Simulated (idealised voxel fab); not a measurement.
Name of the process module below: voxel air gaps
For reference, the cross-section in this document is cut, with width 265 nm and square cells of 5 nm.
Cross-section format: a grid of square cells, given as bands from top to bottom; each band is one or more rows of cells. Look at the band entry: it leads with the top's height and the bottom's height in nm. Then it lists the materials left to right, with a width in nm for each. The word "full width" on a single material says that material fills the band edge to edge. The word "empty" is empty space. Where do heights start? At 0: under that level the wafer as delivered is made of one material only. And the lowest band has no floor; it just carries on downward, as in "0 and below". The two numbers in a width such as "30->40" mark its ends across the band: the first belongs to the top row of cells, the second to the bottom row, and from each row to the next the width moves by the same amount. A step reported as "no change occurred" is a step in which no cell of the cross-section changed. Voids not open to the top, 8 cells minimum: see "Sealed internal voids". Written width x height at distance; distance is from the left edge; nm. after a step's settings: what the simulator itself notes on the step. overlay nm, on a step with a mask: how far to the right of its planned place the mask lay; to the left if negative.

Intended process steps
1,RECEIVE | material Si
2,CONFORMAL_DEP | material SiO2 | thk nm 10
3,CONFORMAL_DEP | material SiCN | thk nm 5
4,DIRECTIONAL_DEP | material lowk | thk nm 40
5,PATTERN | tone open | mask id LINES | material resist | width nm 20 | pitch nm 45 | thk nm 15 | overlay nm 0
6,DIRECTIONAL_ETCH | etch materials lowk | depth nm 40
7,STRIP | etch materials resist
8,CONFORMAL_DEP | material TiN | thk nm 5
9,FILL_DEP | material W | thk nm 5
10,CMP | height nm 55
11,EPI | material Ru | thk nm 10
12,SELECTIVE_ETCH | etch materials lowk | depth nm 50
13,CONFORMAL_DEP | material SiCN | thk nm 5

First wafer of two (run as planned)

Shown in cross-section is the wafer as received, that is, as it stands after step 1
* 0 and below | Si full width
* Sealed internal voids: none

Presented here is a cross-section of the wafer after step 2 has been performed
* 10 down to 0 | SiO2 full width
* Anything lower than 0 is untouched.

Presented here is a cross-section of the wafer after step 3 has been performed
* 15 down to 10 | SiCN full width
* Anything lower than 10 is untouched.

Presented here is a cross-section of the wafer after step 4 has been performed
* 55 down to 15 | lowk full width
* Anything lower than 15 is untouched.

Presented here is a cross-section of the wafer after step 5 has been performed
* 70 down to 55 | resist (55), empty (20), resist (25), empty (20), resist (25), empty (20), resist (25), empty (20), resist (55)
* Anything lower than 55 is untouched.

Presented here is a cross-section of the wafer after step 6 has been performed
* 70 down to 55 | resist (55), empty (20), resist (25), empty (20), resist (25), empty (20), resist (25), empty (20), resist (55)
* 55 down to 15 | lowk (55), empty (20), lowk (25), empty (20), lowk (25), empty (20), lowk (25), empty (20), lowk (55)
* Anything lower than 15 is untouched.

Presented here is a cross-section of the wafer after step 7 has been performed
* 55 down to 15 | lowk (55), empty (20), lowk (25), empty (20), lowk (25), empty (20), lowk (25), empty (20), lowk (55)
* Anything lower than 15 is untouched.

Presented here is a cross-section of the wafer after step 8 has been performed
* 60 down to 55 | TiN (60), empty (10), TiN (35), empty (10), TiN (35), empty (10), TiN (35), empty (10), TiN (60)
* 55 down to 20 | lowk (55), TiN (5), empty (10), TiN (5), lowk (25), TiN (5), empty (10), TiN (5), lowk (25), TiN (5), empty (10), TiN (5), lowk (25), TiN (5), empty (10), TiN (5), lowk (55)
* 20 down to 15 | lowk (55), TiN (20), lowk (25), TiN (20), lowk (25), TiN (20), lowk (25), TiN (20), lowk (55)
* Anything lower than 15 is untouched.

Presented here is a cross-section of the wafer after step 9 has been performed
* 65 down to 60 | W full width
* 60 down to 55 | TiN (60), W (10), TiN (35), W (10), TiN (35), W (10), TiN (35), W (10), TiN (60)
* 55 down to 20 | lowk (55), TiN (5), W (10), TiN (5), lowk (25), TiN (5), W (10), TiN (5), lowk (25), TiN (5), W (10), TiN (5), lowk (25), TiN (5), W (10), TiN (5), lowk (55)
* Anything lower than 20 is untouched.

Presented here is a cross-section of the wafer after step 10 has been performed
* 55 down to 20 | lowk (55), TiN (5), W (10), TiN (5), lowk (25), TiN (5), W (10), TiN (5), lowk (25), TiN (5), W (10), TiN (5), lowk (25), TiN (5), W (10), TiN (5), lowk (55)
* Anything lower than 20 is untouched.

Presented here is a cross-section of the wafer after step 11 has been performed
* 65 down to 55 | empty (45), Ru (40), empty (5), Ru (40), empty (5), Ru (40), empty (5), Ru (40), empty (45)
* Anything lower than 55 is untouched.

Presented here is a cross-section of the wafer after step 12 has been performed
* 65 down to 55 | empty (45), Ru (40), empty (5), Ru (40), empty (5), Ru (40), empty (5), Ru (40), empty (45)
* 55 down to 20 | empty (55), TiN (5), W (10), TiN (5), empty (25), TiN (5), W (10), TiN (5), empty (25), TiN (5), W (10), TiN (5), empty (25), TiN (5), W (10), TiN (5), empty (55)
* 20 down to 15 | empty (55), TiN (20), empty (25), TiN (20), empty (25), TiN (20), empty (25), TiN (20), empty (55)
* Anything lower than 15 is untouched.

Presented here is a cross-section of the wafer after step 13 has been performed
* 70 down to 65 | empty (40), SiCN (185), empty (40)
* 65 down to 55 | empty (40), SiCN (5), Ru (40), SiCN (5), Ru (40), SiCN (5), Ru (40), SiCN (5), Ru (40), SiCN (5), empty (40)
* 55 down to 50 | empty (40), SiCN (15), TiN (5), W (10), TiN (5), SiCN (25), TiN (5), W (10), TiN (5), SiCN (25), TiN (5), W (10), TiN (5), SiCN (25), TiN (5), W (10), TiN (5), SiCN (15), empty (40)
* 50 down to 20 | empty (50), SiCN (5), TiN (5), W (10), TiN (5), SiCN (5), empty (15), SiCN (5), TiN (5), W (10), TiN (5), SiCN (5), empty (15), SiCN (5), TiN (5), W (10), TiN (5), SiCN (5), empty (15), SiCN (5), TiN (5), W (10), TiN (5), SiCN (5), empty (50)
* 20 down to 15 | SiCN (55), TiN (20), SiCN (25), TiN (20), SiCN (25), TiN (20), SiCN (25), TiN (20), SiCN (55)
* Anything lower than 15 is untouched.
* Sealed internal voids: 15 x 30 at 80; 15 x 30 at 125; 15 x 30 at 170

Wafer two of the pair: same origin, same plan, one error during the run; identical to wafer one up to and including step 2

Look at the second wafer in cross-section at the time step 3 ought to have finished: no change occurred

Look at the second wafer in cross-section at the time step 4 ought to have finished
* 50 down to 10 | lowk full width
* Anything lower than 10 is untouched.

Look at the second wafer in cross-section at the time step 5 ought to have finished
* 65 down to 50 | resist (55), empty (20), resist (25), empty (20), resist (25), empty (20), resist (25), empty (20), resist (55)
* Anything lower than 50 is untouched.

Look at the second wafer in cross-section at the time step 6 ought to have finished
* 65 down to 50 | resist (55), empty (20), resist (25), empty (20), resist (25), empty (20), resist (25), empty (20), resist (55)
* 50 down to 10 | lowk (55), empty (20), lowk (25), empty (20), lowk (25), empty (20), lowk (25), empty (20), lowk (55)
* Anything lower than 10 is untouched.

Look at the second wafer in cross-section at the time step 7 ought to have finished
* 50 down to 10 | lowk (55), empty (20), lowk (25), empty (20), lowk (25), empty (20), lowk (25), empty (20), lowk (55)
* Anything lower than 10 is untouched.

Look at the second wafer in cross-section at the time step 8 ought to have finished
* 55 down to 50 | TiN (60), empty (10), TiN (35), empty (10), TiN (35), empty (10), TiN (35), empty (10), TiN (60)
* 50 down to 15 | lowk (55), TiN (5), empty (10), TiN (5), lowk (25), TiN (5), empty (10), TiN (5), lowk (25), TiN (5), empty (10), TiN (5), lowk (25), TiN (5), empty (10), TiN (5), lowk (55)
* 15 down to 10 | lowk (55), TiN (20), lowk (25), TiN (20), lowk (25), TiN (20), lowk (25), TiN (20), lowk (55)
* Anything lower than 10 is untouched.

Look at the second wafer in cross-section at the time step 9 ought to have finished
* 60 down to 55 | W full width
* 55 down to 50 | TiN (60), W (10), TiN (35), W (10), TiN (35), W (10), TiN (35), W (10), TiN (60)
* 50 down to 15 | lowk (55), TiN (5), W (10), TiN (5), lowk (25), TiN (5), W (10), TiN (5), lowk (25), TiN (5), W (10), TiN (5), lowk (25), TiN (5), W (10), TiN (5), lowk (55)
* Anything lower than 15 is untouched.

Look at the second wafer in cross-section at the time step 10 ought to have finished
* 55 down to 50 | TiN (60), W (10), TiN (35), W (10), TiN (35), W (10), TiN (35), W (10), TiN (60)
* Anything lower than 50 is untouched.

Look at the second wafer in cross-section at the time step 11 ought to have finished
* 65 down to 55 | Ru full width
* Anything lower than 55 is untouched.

Look at the second wafer in cross-section at the time step 12 ought to have finished: no change occurred

Look at the second wafer in cross-section at the time step 13 ought to have finished
* 70 down to 65 | SiCN full width
* Anything lower than 65 is untouched.
What was done differently from what was planned? plan step 3 was not performed, having been skipped
FYI, end of process, the second wafer has more or fewer cells of some materials than the first: 42 more of Ru; 153 fewer of SiCN; 45 more of TiN; 8 more of W; 296 more of lowk
Final observation: first wafer, 3 closed voids; second wafer, 0 closed voids.
